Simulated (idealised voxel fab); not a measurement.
process module | voxel ribs on slabs
cross-section cut | 195 nm wide | cells 5 nm
A cross-section is a grid of square cells, given in bands from the top down. A band is one or more rows of cells.
Each band's line starts with the height of the band's top and of its bottom, in nm. Then come its materials from left to right, each with its width in nm. One material with "throughout" fills the band from edge to edge. "air" is empty space.
Height 0 is the level under which the wafer as received is all one material. The lowest band goes on downwards, as in "0 down".
A width such as "30 to 40" changes by the same amount from each row of cells to the next, from the band's top row to its bottom row.
"no change" after a step means that no cell of the cross-section changed.
closed voids: empty space of 8 cells or more with no open way to the top, each as width x height at its distance from the left edge, in nm
after a step's settings: what the simulator itself notes on the step
overlay nm, on a step with a mask: how far to the right of its planned place the mask lay; to the left if negative
plan
1 op RECEIVE | material Si
2 op DIRECTIONAL_DEP | material SiO2 | thk nm 20
3 op DIRECTIONAL_DEP | material polySi | thk nm 15
4 op MASKED_ETCH | tone cover | mask id RIB | width nm 15 | etch materials polySi | depth nm 5 | overlay nm 0
5 op DIRECTIONAL_DEP | material aC | thk nm 15
6 op PATTERN | tone cover | mask id SLAB | material resist | width nm 55 | thk nm 35 | overlay nm 0
7 op DIRECTIONAL_ETCH | etch materials aC | depth nm 15
8 op STRIP | etch materials resist
9 op DIRECTIONAL_ETCH | etch materials polySi | depth nm 10
10 op STRIP | etch materials aC
11 op FILL_DEP | material SiO2 | thk nm 30
12 op CMP | height nm 55
13 op DIRECTIONAL_DEP | material TiN | thk nm 5
14 op DIRECTIONAL_DEP | material aC | thk nm 15
15 op PATTERN | tone cover | mask id HEATER | material resist | width nm 25 | thk nm 30 | overlay nm 0
16 op DIRECTIONAL_ETCH | etch materials aC | depth nm 15
17 op STRIP | etch materials resist
18 op DIRECTIONAL_ETCH | etch materials TiN | depth nm 5
19 op STRIP | etch materials aC
20 op CONFORMAL_DEP | material SiN | thk nm 5
as received, after step 1
  0 down: Si throughout
  closed voids: none
a wafer at the end: this start, this plan, one mistake
  65 to 60: SiN 90 | air 15 | SiN 90
  60 to 55: TiN 85 | SiN 25 | TiN 85
  55 to 35: SiO2 throughout
  35 to 30: SiO2 90 | polySi 15 | SiO2 90
  30 to 20: SiO2 70 | polySi 55 | SiO2 70
  20 to 0: SiO2 throughout
  0 down: Si throughout
  closed voids: none
what went wrong: step 15 ran as: op PATTERN | tone open | mask id HEATER | material resist | width nm 25 | thk nm 30 | overlay nm 0
